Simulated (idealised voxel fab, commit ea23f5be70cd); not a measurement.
A process module follows: voxel transistor to metal.
Square cell edge 5 nm, section width 280 nm, ID cut.
Think of the cross-section as a grid of square cells. We describe it in bands, top to bottom, and each band covers one or more rows of those cells. It is stipulated that each band's entry specify, in nanometres, the height of the top of the band and then that of its bottom, followed by the materials of the band in left-to-right sequence, each together with its width in nanometres. A single material marked by the word "full width" is understood to fill the band from edge to edge; the word "empty" is understood to denote empty space. We count height from 0. Below that, the starting wafer is all one material. The lowest band never ends at the bottom but goes on down; see "0..down" for how that is written. The width entry "30 to 40" should be interpreted row by row: the top row of cells in the band takes the first number, the bottom row takes the second number, and the change between adjacent rows is uniform throughout. "no change" for a step: no cell of the cross-section changed in that step. If an empty space has no open way to the top and is at least 8 cells in size, "Voids, sealed" lists it, written width x height at distance, where distance is measured from the left edge and every value is in nm. Step line, after settings: the simulator's comment on this step. You can add "overlay nm" to a step's line. For a step with a mask, it describes how far the mask lay to the right of its planned position, and a negative number describes a lay to the left.

[List of planned process steps]
- 1: RECEIVE (material Si)
- 2: OXIDIZE (depth nm 5)
- 3: CONFORMAL_DEP (material SiN; thk nm 10)
- 4: MASKED_ETCH (tone cover; mask id ACTIVE; width nm 110; pitch nm 130; etch materials SiN; depth nm 10; overlay nm 0)
- 5: MASKED_ETCH (tone cover; mask id ACTIVE; width nm 110; pitch nm 130; etch materials SiO2; depth nm 5; overlay nm 0)
- 6: MASKED_ETCH (tone cover; mask id ACTIVE; width nm 110; pitch nm 130; etch materials Si; depth nm 35; overlay nm 0)
- 7: FILL_DEP (material SiO2; thk nm 5)
- 8: CMP (height nm 10)
- 9: SELECTIVE_ETCH (etch materials SiO2; depth nm 5)
- 10: STRIP (etch materials SiN)
- 11: SELECTIVE_ETCH (etch materials SiO2; depth nm 5)
- 12: OXIDIZE (depth nm 5)
- 13: DIRECTIONAL_DEP (material polySi; thk nm 20)
- 14: DIRECTIONAL_DEP (material SiCN; thk nm 15)
- 15: DIRECTIONAL_DEP (material aC; thk nm 10)
- 16: PATTERN (tone cover; mask id GATE; material resist; width nm 20; pitch nm 130; thk nm 30; overlay nm 0)
- 17: DIRECTIONAL_ETCH (etch materials aC; depth nm 10)
- 18: STRIP (etch materials resist)
- 19: DIRECTIONAL_ETCH (etch materials SiCN; depth nm 25)
- 20: DIRECTIONAL_ETCH (etch materials polySi; depth nm 30)
- 21: STRIP (etch materials aC)
- 22: CONFORMAL_DEP (material SiO2; thk nm 5)
- 23: DIRECTIONAL_ETCH (etch materials SiO2; depth nm 5)
- 24: CONFORMAL_DEP (material SiN; thk nm 5)
- 25: DIRECTIONAL_ETCH (etch materials SiN; depth nm 5)
- 26: DIRECTIONAL_ETCH (etch materials SiO2; depth nm 5)
- 27: DIRECTIONAL_ETCH (etch materials Si; depth nm 15)
- 28: EPI (material SiGe; thk nm 15)
- 29: FILL_DEP (material SiO2; thk nm 10)
- 30: CMP (height nm 30)
- 31: DIRECTIONAL_DEP (material SiO2; thk nm 15)
- 32: MASKED_ETCH (tone open; mask id CONTACT; width nm 15; etch materials SiO2; depth nm 40; overlay nm 0)
- 33: CONFORMAL_DEP (material TiN; thk nm 5)
- 34: FILL_DEP (material Ru; thk nm 5)
- 35: CMP (height nm 45)
- 36: CONFORMAL_DEP (material SiN; thk nm 5)
- 37: DIRECTIONAL_DEP (material lowk; thk nm 15)
- 38: PATTERN (tone open; mask id METAL_1; material resist; width nm 15; thk nm 15; overlay nm 0)
- 39: DIRECTIONAL_ETCH (etch materials lowk; depth nm 15)
- 40: DIRECTIONAL_ETCH (etch materials SiN; depth nm 5)
- 41: STRIP (etch materials resist)
- 42: CONFORMAL_DEP (material TiN; thk nm 5)
- 43: FILL_DEP (material W; thk nm 5)
- 44: CMP (height nm 65)
- 45: EPI (material Ru; thk nm 5)
- 46: FILL_DEP (material SiCN; thk nm 5)

[Incoming wafer in cross-section (state: after step 1)]
  0..down = Si full width
  Voids, sealed: none

[Here's the wafer cut in cross-section after the module, started and planned just like above, except one thing was done wrong in the run]
  75..70 = SiCN full width
  70..65 = 25 nm SiCN, 25 nm Ru, 50 nm SiCN, 25 nm Ru, 30 nm SiCN, 25 nm Ru, 50 nm SiCN, 25 nm Ru, 25 nm SiCN
  65..50 = 30 nm lowk, 5 nm TiN, 5 nm W, 5 nm TiN, 60 nm lowk, 5 nm TiN, 5 nm W, 5 nm TiN, 40 nm lowk, 5 nm TiN, 5 nm W, 5 nm TiN, 60 nm lowk, 5 nm TiN, 5 nm W, 5 nm TiN, 30 nm lowk
  50..45 = 30 nm SiN, 15 nm TiN, 60 nm SiN, 15 nm TiN, 40 nm SiN, 15 nm TiN, 60 nm SiN, 15 nm TiN, 30 nm SiN
  45..30 = 30 nm SiO2, 5 nm TiN, 5 nm Ru, 5 nm TiN, 60 nm SiO2, 5 nm TiN, 5 nm Ru, 5 nm TiN, 40 nm SiO2, 5 nm TiN, 5 nm Ru, 5 nm TiN, 60 nm SiO2, 5 nm TiN, 5 nm Ru, 5 nm TiN, 30 nm SiO2
  30..15 = 30 nm SiO2, 5 nm TiN, 5 nm Ru, 5 nm TiN, 10 nm SiO2, 5 nm SiN, 5 nm SiO2, 20 nm SiCN, 5 nm SiO2, 5 nm SiN, 10 nm SiO2, 5 nm TiN, 5 nm Ru, 5 nm TiN, 40 nm SiO2, 5 nm TiN, 5 nm Ru, 5 nm TiN, 10 nm SiO2, 5 nm SiN, 5 nm SiO2, 20 nm SiCN, 5 nm SiO2, 5 nm SiN, 10 nm SiO2, 5 nm TiN, 5 nm Ru, 5 nm TiN, 30 nm SiO2
  15..10 = 30 nm SiO2, 5 nm TiN, 5 nm Ru, 5 nm TiN, 10 nm SiO2, 5 nm SiN, 5 nm SiO2, 20 nm polySi, 5 nm SiO2, 5 nm SiN, 10 nm SiO2, 5 nm TiN, 5 nm Ru, 5 nm TiN, 40 nm SiO2, 5 nm TiN, 5 nm Ru, 5 nm TiN, 10 nm SiO2, 5 nm SiN, 5 nm SiO2, 20 nm polySi, 5 nm SiO2, 5 nm SiN, 10 nm SiO2, 5 nm TiN, 5 nm Ru, 5 nm TiN, 30 nm SiO2
  10..5 = 30 nm SiO2, 15 nm TiN, 10 nm SiO2, 5 nm SiN, 5 nm SiO2, 20 nm polySi, 5 nm SiO2, 5 nm SiN, 10 nm SiO2, 15 nm TiN, 40 nm SiO2, 15 nm TiN, 10 nm SiO2, 5 nm SiN, 5 nm SiO2, 20 nm polySi, 5 nm SiO2, 5 nm SiN, 10 nm SiO2, 15 nm TiN, 30 nm SiO2
  5..0 = 40 nm SiO2, 15 nm SiGe, 5 nm SiN, 5 nm SiO2, 20 nm polySi, 5 nm SiO2, 5 nm SiN, 15 nm SiGe, 60 nm SiO2, 15 nm SiGe, 5 nm SiN, 5 nm SiO2, 20 nm polySi, 5 nm SiO2, 5 nm SiN, 15 nm SiGe, 40 nm SiO2
  0..-5 = 15 nm SiO2, 5 nm SiN, 35 nm SiGe, 5 nm SiN, 5 nm SiO2, 20 nm polySi, 5 nm SiO2, 5 nm SiN, 40 nm SiGe, 10 nm SiO2, 40 nm SiGe, 5 nm SiN, 5 nm SiO2, 20 nm polySi, 5 nm SiO2, 5 nm SiN, 35 nm SiGe, 5 nm SiN, 15 nm SiO2
  -5..-10 = 20 nm SiO2, 35 nm SiGe, 40 nm SiO2, 40 nm SiGe, 10 nm SiN, 40 nm SiGe, 40 nm SiO2, 35 nm SiGe, 20 nm SiO2
  -10..-15 = 25 nm SiO2, 30 nm SiGe, 40 nm Si, 30 nm SiGe, 30 nm SiO2, 30 nm SiGe, 40 nm Si, 30 nm SiGe, 25 nm SiO2
  -15..-25 = 20 nm SiO2, 5 nm Si, 30 nm SiGe, 40 nm Si, 30 nm SiGe, 5 nm Si, 20 nm SiO2, 5 nm Si, 30 nm SiGe, 40 nm Si, 30 nm SiGe, 5 nm Si, 20 nm SiO2
  -25..-40 = 20 nm SiO2, 110 nm Si, 20 nm SiO2, 110 nm Si, 20 nm SiO2
  -40..down = Si full width
  Voids, sealed: none
What was the processing mistake? so 9 and 10 got swapped relative to the plan, each ran where the other was supposed to
